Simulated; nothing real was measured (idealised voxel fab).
Herein follows the process module entitled voxel capacitor over wiring.
Section cut is 300 nm wide and gridded with 5 nm square cells.
Just so we're on the same page, the cross-sections are grids of square cells, and they're listed out in bands top to bottom, each band one or more rows deep. Band entry format. Leading values: height of top, height of bottom, nm. Remainder: materials in left-to-right order, each with its width in nm. Special words: "all across" on a single material, which then fills the band edge to edge; "blank", empty space. Beneath 0, the wafer as received is one material, and that level is where height counting begins. The lowest band goes on downward without a bottom; it is written like "top 0, no bottom". The width entry "30 to 40" should be interpreted row by row: the top row of cells in the band takes the first number, the bottom row takes the second number, and the change between adjacent rows is uniform throughout. "stayed the same" -> step changed no cross-section cell. Enclosed voids (no open way to top), threshold 8 cells or more, entry "Voids, sealed", notation width x height at distance, distance from left edge, nm. Step line, after settings: the simulator's comment on this step. The "overlay nm" setting may appear on a step's line; for a step that uses a mask, it gives how far to the right of its planned position the mask lay, and a negative value indicates the left.
These are the steps we planned for the process:
- 1: RECEIVE, material Si
- 2: CONFORMAL_DEP, material SiO2, thk nm 10
- 3: DIRECTIONAL_DEP, material TiN, thk nm 5
- 4: DIRECTIONAL_DEP, material W, thk nm 20
- 5: DIRECTIONAL_DEP, material aC, thk nm 10
- 6: PATTERN, tone cover, mask id METAL_1, material resist, width nm 20, pitch nm 85, thk nm 30, overlay nm 0
- 7: DIRECTIONAL_ETCH, etch materials aC, depth nm 10
- 8: STRIP, etch materials resist
- 9: DIRECTIONAL_ETCH, etch materials W, depth nm 20
- 10: DIRECTIONAL_ETCH, etch materials TiN, depth nm 5
- 11: STRIP, etch materials aC
- 12: CONFORMAL_DEP, material SiN, thk nm 5
- 13: FILL_DEP, material lowk, thk nm 10
- 14: CMP, height nm 35
- 15: CONFORMAL_DEP, material SiCN, thk nm 5
- 16: DIRECTIONAL_DEP, material SiO2, thk nm 20
- 17: MASKED_ETCH, tone open, mask id PLUG_1, width nm 15, etch materials SiO2, depth nm 20, overlay nm 0
- 18: MASKED_ETCH, tone open, mask id PLUG_1, width nm 15, etch materials SiCN, depth nm 5, overlay nm 0
- 19: CONFORMAL_DEP, material TiN, thk nm 5
- 20: FILL_DEP, material Cu, thk nm 5
- 21: CMP, height nm 60
- 22: DIRECTIONAL_DEP, material TiN, thk nm 5
- 23: DIRECTIONAL_DEP, material Al2O3, thk nm 5
- 24: DIRECTIONAL_DEP, material TiN, thk nm 10
- 25: DIRECTIONAL_DEP, material aC, thk nm 15
- 26: PATTERN, tone cover, mask id UPPER_PLATE, material resist, width nm 70, thk nm 35, overlay nm 0
- 27: DIRECTIONAL_ETCH, etch materials aC, depth nm 15
- 28: STRIP, etch materials resist
- 29: DIRECTIONAL_ETCH, etch materials TiN, depth nm 10
- 30: DIRECTIONAL_ETCH, etch materials Al2O3, depth nm 5
- 31: STRIP, etch materials aC
- 32: DIRECTIONAL_DEP, material aC, thk nm 10
- 33: PATTERN, tone cover, mask id LOWER_PLATE, material resist, width nm 80, thk nm 30, overlay nm 0
- 34: DIRECTIONAL_ETCH, etch materials aC, depth nm 10
- 35: STRIP, etch materials resist
- 36: DIRECTIONAL_ETCH, etch materials TiN, depth nm 5
- 37: STRIP, etch materials aC
- 38: FILL_DEP, material SiO2, thk nm 15
- 39: CMP, height nm 90
- 40: PATTERN, tone open, mask id PLUG_2, material resist, width nm 15, thk nm 20, overlay nm 0
- 41: DIRECTIONAL_ETCH, etch materials SiO2, depth nm 10
- 42: STRIP, etch materials resist
- 43: CONFORMAL_DEP, material TiN, thk nm 5
- 44: FILL_DEP, material Ru, thk nm 5
- 45: CMP, height nm 90
- 46: CONFORMAL_DEP, material SiN, thk nm 5
First of two wafers - as planned:
Wafer cross-section on receipt, i.e. after step 1:
- top 0, no bottom  Si all across
- Voids, sealed: none
Cross-section through the wafer, step 2 finished:
- top 10, bottom 0  SiO2 all across
- Nothing below the height 0 has changed.
Cross-section through the wafer, step 3 finished:
- top 15, bottom 10  TiN all across
- Nothing below the height 10 has changed.
Cross-section through the wafer, step 4 finished:
- top 35, bottom 15  W all across
- Nothing below the height 15 has changed.
Cross-section through the wafer, step 5 finished:
- top 45, bottom 35  aC all across
- Nothing below the height 35 has changed.
Cross-section through the wafer, step 6 finished:
- top 75, bottom 45  blank 95 nm / resist 20 nm / blank 65 nm / resist 20 nm / blank 100 nm
- Nothing below the height 45 has changed.
Cross-section through the wafer, step 7 finished:
- top 65, bottom 45  blank 95 nm / resist 20 nm / blank 65 nm / resist 20 nm / blank 100 nm
- top 45, bottom 35  blank 95 nm / aC 20 nm / blank 65 nm / aC 20 nm / blank 100 nm
- Nothing below the height 35 has changed.
Cross-section through the wafer, step 8 finished:
- top 45, bottom 35  blank 95 nm / aC 20 nm / blank 65 nm / aC 20 nm / blank 100 nm
- Nothing below the height 35 has changed.
Cross-section through the wafer, step 9 finished:
- top 45, bottom 35  blank 95 nm / aC 20 nm / blank 65 nm / aC 20 nm / blank 100 nm
- top 35, bottom 15  blank 95 nm / W 20 nm / blank 65 nm / W 20 nm / blank 100 nm
- Nothing below the height 15 has changed.
Cross-section through the wafer, step 10 finished:
- top 45, bottom 35  blank 95 nm / aC 20 nm / blank 65 nm / aC 20 nm / blank 100 nm
- top 35, bottom 15  blank 95 nm / W 20 nm / blank 65 nm / W 20 nm / blank 100 nm
- top 15, bottom 10  blank 95 nm / TiN 20 nm / blank 65 nm / TiN 20 nm / blank 100 nm
- Nothing below the height 10 has changed.
Cross-section through the wafer, step 11 finished:
- top 35, bottom 15  blank 95 nm / W 20 nm / blank 65 nm / W 20 nm / blank 100 nm
- Nothing below the height 15 has changed.
Cross-section through the wafer, step 12 finished:
- top 40, bottom 35  blank 90 nm / SiN 30 nm / blank 55 nm / SiN 30 nm / blank 95 nm
- top 35, bottom 15  blank 90 nm / SiN 5 nm / W 20 nm / SiN 5 nm / blank 55 nm / SiN 5 nm / W 20 nm / SiN 5 nm / blank 95 nm
- top 15, bottom 10  SiN 95 nm / TiN 20 nm / SiN 65 nm / TiN 20 nm / SiN 100 nm
- Nothing below the height 10 has changed.
Cross-section through the wafer, step 13 finished:
- top 50, bottom 40  lowk all across
- top 40, bottom 35  lowk 90 nm / SiN 30 nm / lowk 55 nm / SiN 30 nm / lowk 95 nm
- top 35, bottom 15  lowk 90 nm / SiN 5 nm / W 20 nm / SiN 5 nm / lowk 55 nm / SiN 5 nm / W 20 nm / SiN 5 nm / lowk 95 nm
- Nothing below the height 15 has changed.
Cross-section through the wafer, step 14 finished:
- top 35, bottom 15  lowk 90 nm / SiN 5 nm / W 20 nm / SiN 5 nm / lowk 55 nm / SiN 5 nm / W 20 nm / SiN 5 nm / lowk 95 nm
- Nothing below the height 15 has changed.
Cross-section through the wafer, step 15 finished:
- top 40, bottom 35  SiCN all across
- Nothing below the height 35 has changed.
Cross-section through the wafer, step 16 finished:
- top 60, bottom 40  SiO2 all across
- Nothing below the height 40 has changed.
Cross-section through the wafer, step 17 finished:
- top 60, bottom 40  SiO2 100 nm / blank 15 nm / SiO2 185 nm
- Nothing below the height 40 has changed.
Cross-section through the wafer, step 18 finished:
- top 60, bottom 40  SiO2 100 nm / blank 15 nm / SiO2 185 nm
- top 40, bottom 35  SiCN 100 nm / blank 15 nm / SiCN 185 nm
- Nothing below the height 35 has changed.
Cross-section through the wafer, step 19 finished:
- top 65, bottom 60  TiN 105 nm / blank 5 nm / TiN 190 nm
- top 60, bottom 40  SiO2 100 nm / TiN 5 nm / blank 5 nm / TiN 5 nm / SiO2 185 nm
- top 40, bottom 35  SiCN 100 nm / TiN 15 nm / SiCN 185 nm
- Nothing below the height 35 has changed.
Cross-section through the wafer, step 20 finished:
- top 70, bottom 65  Cu all across
- top 65, bottom 60  TiN 105 nm / Cu 5 nm / TiN 190 nm
- top 60, bottom 40  SiO2 100 nm / TiN 5 nm / Cu 5 nm / TiN 5 nm / SiO2 185 nm
- Nothing below the height 40 has changed.
Cross-section through the wafer, step 21 finished:
- top 60, bottom 40  SiO2 100 nm / TiN 5 nm / Cu 5 nm / TiN 5 nm / SiO2 185 nm
- Nothing below the height 40 has changed.
Cross-section through the wafer, step 22 finished:
- top 65, bottom 60  TiN all across
- Nothing below the height 60 has changed.
Cross-section through the wafer, step 23 finished:
- top 70, bottom 65  Al2O3 all across
- Nothing below the height 65 has changed.
Cross-section through the wafer, step 24 finished:
- top 80, bottom 70  TiN all across
- Nothing below the height 70 has changed.
Cross-section through the wafer, step 25 finished:
- top 95, bottom 80  aC all across
- Nothing below the height 80 has changed.
Cross-section through the wafer, step 26 finished:
- top 130, bottom 95  blank 100 nm / resist 70 nm / blank 130 nm
- Nothing below the height 95 has changed.
Cross-section through the wafer, step 27 finished:
- top 115, bottom 95  blank 100 nm / resist 70 nm / blank 130 nm
- top 95, bottom 80  blank 100 nm / aC 70 nm / blank 130 nm
- Nothing below the height 80 has changed.
Cross-section through the wafer, step 28 finished:
- top 95, bottom 80  blank 100 nm / aC 70 nm / blank 130 nm
- Nothing below the height 80 has changed.
Cross-section through the wafer, step 29 finished:
- top 95, bottom 80  blank 100 nm / aC 70 nm / blank 130 nm
- top 80, bottom 70  blank 100 nm / TiN 70 nm / blank 130 nm
- Nothing below the height 70 has changed.
Cross-section through the wafer, step 30 finished:
- top 95, bottom 80  blank 100 nm / aC 70 nm / blank 130 nm
- top 80, bottom 70  blank 100 nm / TiN 70 nm / blank 130 nm
- top 70, bottom 65  blank 100 nm / Al2O3 70 nm / blank 130 nm
- Nothing below the height 65 has changed.
Cross-section through the wafer, step 31 finished:
- top 80, bottom 70  blank 100 nm / TiN 70 nm / blank 130 nm
- Nothing below the height 70 has changed.
Cross-section through the wafer, step 32 finished:
- top 90, bottom 80  blank 100 nm / aC 70 nm / blank 130 nm
- top 80, bottom 75  blank 100 nm / TiN 70 nm / blank 130 nm
- top 75, bottom 70  aC 100 nm / TiN 70 nm / aC 130 nm
- top 70, bottom 65  aC 100 nm / Al2O3 70 nm / aC 130 nm
- Nothing below the height 65 has changed.
Cross-section through the wafer, step 33 finished:
- top 120, bottom 90  blank 95 nm / resist 80 nm / blank 125 nm
- top 90, bottom 80  blank 95 nm / resist 5 nm / aC 70 nm / resist 5 nm / blank 125 nm
- top 80, bottom 75  blank 95 nm / resist 5 nm / TiN 70 nm / resist 5 nm / blank 125 nm
- Nothing below the height 75 has changed.
Cross-section through the wafer, step 34 finished:
- top 110, bottom 90  blank 95 nm / resist 80 nm / blank 125 nm
- top 90, bottom 80  blank 95 nm / resist 5 nm / aC 70 nm / resist 5 nm / blank 125 nm
- top 80, bottom 75  blank 95 nm / resist 5 nm / TiN 70 nm / resist 5 nm / blank 125 nm
- top 75, bottom 70  blank 95 nm / aC 5 nm / TiN 70 nm / aC 5 nm / blank 125 nm
- top 70, bottom 65  blank 95 nm / aC 5 nm / Al2O3 70 nm / aC 5 nm / blank 125 nm
- Nothing below the height 65 has changed.
Cross-section through the wafer, step 35 finished:
- top 90, bottom 80  blank 100 nm / aC 70 nm / blank 130 nm
- top 80, bottom 75  blank 100 nm / TiN 70 nm / blank 130 nm
- Nothing below the height 75 has changed.
Cross-section through the wafer, step 36 finished:
- top 90, bottom 80  blank 100 nm / aC 70 nm / blank 130 nm
- top 80, bottom 75  blank 100 nm / TiN 70 nm / blank 130 nm
- top 75, bottom 70  blank 95 nm / aC 5 nm / TiN 70 nm / aC 5 nm / blank 125 nm
- top 70, bottom 65  blank 95 nm / aC 5 nm / Al2O3 70 nm / aC 5 nm / blank 125 nm
- top 65, bottom 60  blank 95 nm / TiN 80 nm / blank 125 nm
- Nothing below the height 60 has changed.
Cross-section through the wafer, step 37 finished:
- top 80, bottom 70  blank 100 nm / TiN 70 nm / blank 130 nm
- top 70, bottom 65  blank 100 nm / Al2O3 70 nm / blank 130 nm
- Nothing below the height 65 has changed.
Cross-section through the wafer, step 38 finished:
- top 95, bottom 80  SiO2 all across
- top 80, bottom 70  SiO2 100 nm / TiN 70 nm / SiO2 130 nm
- top 70, bottom 65  SiO2 100 nm / Al2O3 70 nm / SiO2 130 nm
- top 65, bottom 60  SiO2 95 nm / TiN 80 nm / SiO2 125 nm
- Nothing below the height 60 has changed.
Cross-section through the wafer, step 39 finished:
- top 90, bottom 80  SiO2 all across
- Nothing below the height 80 has changed.
Cross-section through the wafer, step 40 finished:
- top 110, bottom 90  resist 110 nm / blank 15 nm / resist 175 nm
- Nothing below the height 90 has changed.
Cross-section through the wafer, step 41 finished:
- top 110, bottom 90  resist 110 nm / blank 15 nm / resist 175 nm
- top 90, bottom 80  SiO2 110 nm / blank 15 nm / SiO2 175 nm
- Nothing below the height 80 has changed.
Cross-section through the wafer, step 42 finished:
- top 90, bottom 80  SiO2 110 nm / blank 15 nm / SiO2 175 nm
- Nothing below the height 80 has changed.
Cross-section through the wafer, step 43 finished:
- top 95, bottom 90  TiN 115 nm / blank 5 nm / TiN 180 nm
- top 90, bottom 85  SiO2 110 nm / TiN 5 nm / blank 5 nm / TiN 5 nm / SiO2 175 nm
- top 85, bottom 80  SiO2 110 nm / TiN 15 nm / SiO2 175 nm
- Nothing below the height 80 has changed.
Cross-section through the wafer, step 44 finished:
- top 100, bottom 95  Ru all across
- top 95, bottom 90  TiN 115 nm / Ru 5 nm / TiN 180 nm
- top 90, bottom 85  SiO2 110 nm / TiN 5 nm / Ru 5 nm / TiN 5 nm / SiO2 175 nm
- Nothing below the height 85 has changed.
Cross-section through the wafer, step 45 finished:
- top 90, bottom 85  SiO2 110 nm / TiN 5 nm / Ru 5 nm / TiN 5 nm / SiO2 175 nm
- Nothing below the height 85 has changed.
Cross-section through the wafer, step 46 finished:
- top 95, bottom 90  SiN all across
- Nothing below the height 90 has changed.
Regarding the second of the two wafers: it shared the first wafer's starting condition and process plan, yet one error occurred during its execution. Its history coincides with that of the first wafer up to and including step 13:
Cross-section, second wafer, at the end time the plan gives for step 14: stayed the same
Cross-section, second wafer, at the end time the plan gives for step 15:
- top 55, bottom 50  SiCN all across
- Nothing below the height 50 has changed.
Cross-section, second wafer, at the end time the plan gives for step 16:
- top 75, bottom 55  SiO2 all across
- Nothing below the height 55 has changed.
Cross-section, second wafer, at the end time the plan gives for step 17:
- top 75, bottom 55  SiO2 100 nm / blank 15 nm / SiO2 185 nm
- Nothing below the height 55 has changed.
Cross-section, second wafer, at the end time the plan gives for step 18:
- top 75, bottom 55  SiO2 100 nm / blank 15 nm / SiO2 185 nm
- top 55, bottom 50  SiCN 100 nm / blank 15 nm / SiCN 185 nm
- Nothing below the height 50 has changed.
Cross-section, second wafer, at the end time the plan gives for step 19:
- top 80, bottom 75  TiN 105 nm / blank 5 nm / TiN 190 nm
- top 75, bottom 55  SiO2 100 nm / TiN 5 nm / blank 5 nm / TiN 5 nm / SiO2 185 nm
- top 55, bottom 50  SiCN 100 nm / TiN 15 nm / SiCN 185 nm
- Nothing below the height 50 has changed.
Cross-section, second wafer, at the end time the plan gives for step 20:
- top 85, bottom 80  Cu all across
- top 80, bottom 75  TiN 105 nm / Cu 5 nm / TiN 190 nm
- top 75, bottom 55  SiO2 100 nm / TiN 5 nm / Cu 5 nm / TiN 5 nm / SiO2 185 nm
- Nothing below the height 55 has changed.
Cross-section, second wafer, at the end time the plan gives for step 21:
- top 60, bottom 55  SiO2 100 nm / TiN 5 nm / Cu 5 nm / TiN 5 nm / SiO2 185 nm
- Nothing below the height 55 has changed.
Cross-section, second wafer, at the end time the plan gives for step 22:
- top 65, bottom 60  TiN all across
- Nothing below the height 60 has changed.
Cross-section, second wafer, at the end time the plan gives for step 23:
- top 70, bottom 65  Al2O3 all across
- Nothing below the height 65 has changed.
Cross-section, second wafer, at the end time the plan gives for step 24:
- top 80, bottom 70  TiN all across
- Nothing below the height 70 has changed.
Cross-section, second wafer, at the end time the plan gives for step 25:
- top 95, bottom 80  aC all across
- Nothing below the height 80 has changed.
Cross-section, second wafer, at the end time the plan gives for step 26:
- top 130, bottom 95  blank 100 nm / resist 70 nm / blank 130 nm
- Nothing below the height 95 has changed.
Cross-section, second wafer, at the end time the plan gives for step 27:
- top 115, bottom 95  blank 100 nm / resist 70 nm / blank 130 nm
- top 95, bottom 80  blank 100 nm / aC 70 nm / blank 130 nm
- Nothing below the height 80 has changed.
Cross-section, second wafer, at the end time the plan gives for step 28:
- top 95, bottom 80  blank 100 nm / aC 70 nm / blank 130 nm
- Nothing below the height 80 has changed.
Cross-section, second wafer, at the end time the plan gives for step 29:
- top 95, bottom 80  blank 100 nm / aC 70 nm / blank 130 nm
- top 80, bottom 70  blank 100 nm / TiN 70 nm / blank 130 nm
- Nothing below the height 70 has changed.
Cross-section, second wafer, at the end time the plan gives for step 30:
- top 95, bottom 80  blank 100 nm / aC 70 nm / blank 130 nm
- top 80, bottom 70  blank 100 nm / TiN 70 nm / blank 130 nm
- top 70, bottom 65  blank 100 nm / Al2O3 70 nm / blank 130 nm
- Nothing below the height 65 has changed.
Cross-section, second wafer, at the end time the plan gives for step 31:
- top 80, bottom 70  blank 100 nm / TiN 70 nm / blank 130 nm
- Nothing below the height 70 has changed.
Cross-section, second wafer, at the end time the plan gives for step 32:
- top 90, bottom 80  blank 100 nm / aC 70 nm / blank 130 nm
- top 80, bottom 75  blank 100 nm / TiN 70 nm / blank 130 nm
- top 75, bottom 70  aC 100 nm / TiN 70 nm / aC 130 nm
- top 70, bottom 65  aC 100 nm / Al2O3 70 nm / aC 130 nm
- Nothing below the height 65 has changed.
Cross-section, second wafer, at the end time the plan gives for step 33:
- top 120, bottom 90  blank 95 nm / resist 80 nm / blank 125 nm
- top 90, bottom 80  blank 95 nm / resist 5 nm / aC 70 nm / resist 5 nm / blank 125 nm
- top 80, bottom 75  blank 95 nm / resist 5 nm / TiN 70 nm / resist 5 nm / blank 125 nm
- Nothing below the height 75 has changed.
Cross-section, second wafer, at the end time the plan gives for step 34:
- top 110, bottom 90  blank 95 nm / resist 80 nm / blank 125 nm
- top 90, bottom 80  blank 95 nm / resist 5 nm / aC 70 nm / resist 5 nm / blank 125 nm
- top 80, bottom 75  blank 95 nm / resist 5 nm / TiN 70 nm / resist 5 nm / blank 125 nm
- top 75, bottom 70  blank 95 nm / aC 5 nm / TiN 70 nm / aC 5 nm / blank 125 nm
- top 70, bottom 65  blank 95 nm / aC 5 nm / Al2O3 70 nm / aC 5 nm / blank 125 nm
- Nothing below the height 65 has changed.
Cross-section, second wafer, at the end time the plan gives for step 35:
- top 90, bottom 80  blank 100 nm / aC 70 nm / blank 130 nm
- top 80, bottom 75  blank 100 nm / TiN 70 nm / blank 130 nm
- Nothing below the height 75 has changed.
Cross-section, second wafer, at the end time the plan gives for step 36:
- top 90, bottom 80  blank 100 nm / aC 70 nm / blank 130 nm
- top 80, bottom 75  blank 100 nm / TiN 70 nm / blank 130 nm
- top 75, bottom 70  blank 95 nm / aC 5 nm / TiN 70 nm / aC 5 nm / blank 125 nm
- top 70, bottom 65  blank 95 nm / aC 5 nm / Al2O3 70 nm / aC 5 nm / blank 125 nm
- top 65, bottom 60  blank 95 nm / TiN 80 nm / blank 125 nm
- Nothing below the height 60 has changed.
Cross-section, second wafer, at the end time the plan gives for step 37:
- top 80, bottom 70  blank 100 nm / TiN 70 nm / blank 130 nm
- top 70, bottom 65  blank 100 nm / Al2O3 70 nm / blank 130 nm
- Nothing below the height 65 has changed.
Cross-section, second wafer, at the end time the plan gives for step 38:
- top 95, bottom 80  SiO2 all across
- top 80, bottom 70  SiO2 100 nm / TiN 70 nm / SiO2 130 nm
- top 70, bottom 65  SiO2 100 nm / Al2O3 70 nm / SiO2 130 nm
- top 65, bottom 60  SiO2 95 nm / TiN 80 nm / SiO2 125 nm
- Nothing below the height 60 has changed.
Cross-section, second wafer, at the end time the plan gives for step 39:
- top 90, bottom 80  SiO2 all across
- Nothing below the height 80 has changed.
Cross-section, second wafer, at the end time the plan gives for step 40:
- top 110, bottom 90  resist 110 nm / blank 15 nm / resist 175 nm
- Nothing below the height 90 has changed.
Cross-section, second wafer, at the end time the plan gives for step 41:
- top 110, bottom 90  resist 110 nm / blank 15 nm / resist 175 nm
- top 90, bottom 80  SiO2 110 nm / blank 15 nm / SiO2 175 nm
- Nothing below the height 80 has changed.
Cross-section, second wafer, at the end time the plan gives for step 42:
- top 90, bottom 80  SiO2 110 nm / blank 15 nm / SiO2 175 nm
- Nothing below the height 80 has changed.
Cross-section, second wafer, at the end time the plan gives for step 43:
- top 95, bottom 90  TiN 115 nm / blank 5 nm / TiN 180 nm
- top 90, bottom 85  SiO2 110 nm / TiN 5 nm / blank 5 nm / TiN 5 nm / SiO2 175 nm
- top 85, bottom 80  SiO2 110 nm / TiN 15 nm / SiO2 175 nm
- Nothing below the height 80 has changed.
Cross-section, second wafer, at the end time the plan gives for step 44:
- top 100, bottom 95  Ru all across
- top 95, bottom 90  TiN 115 nm / Ru 5 nm / TiN 180 nm
- top 90, bottom 85  SiO2 110 nm / TiN 5 nm / Ru 5 nm / TiN 5 nm / SiO2 175 nm
- Nothing below the height 85 has changed.
Cross-section, second wafer, at the end time the plan gives for step 45:
- top 90, bottom 85  SiO2 110 nm / TiN 5 nm / Ru 5 nm / TiN 5 nm / SiO2 175 nm
- Nothing below the height 85 has changed.
Cross-section, second wafer, at the end time the plan gives for step 46:
- top 95, bottom 90  SiN all across
- Nothing below the height 90 has changed.
Deviation from plan: step 14 from the plan never happened, it was just skipped
Count the cells at the end and the second wafer has more or fewer of some materials than the first: -3 Cu | +12 SiN | -171 SiO2 | -6 TiN | +168 lowk
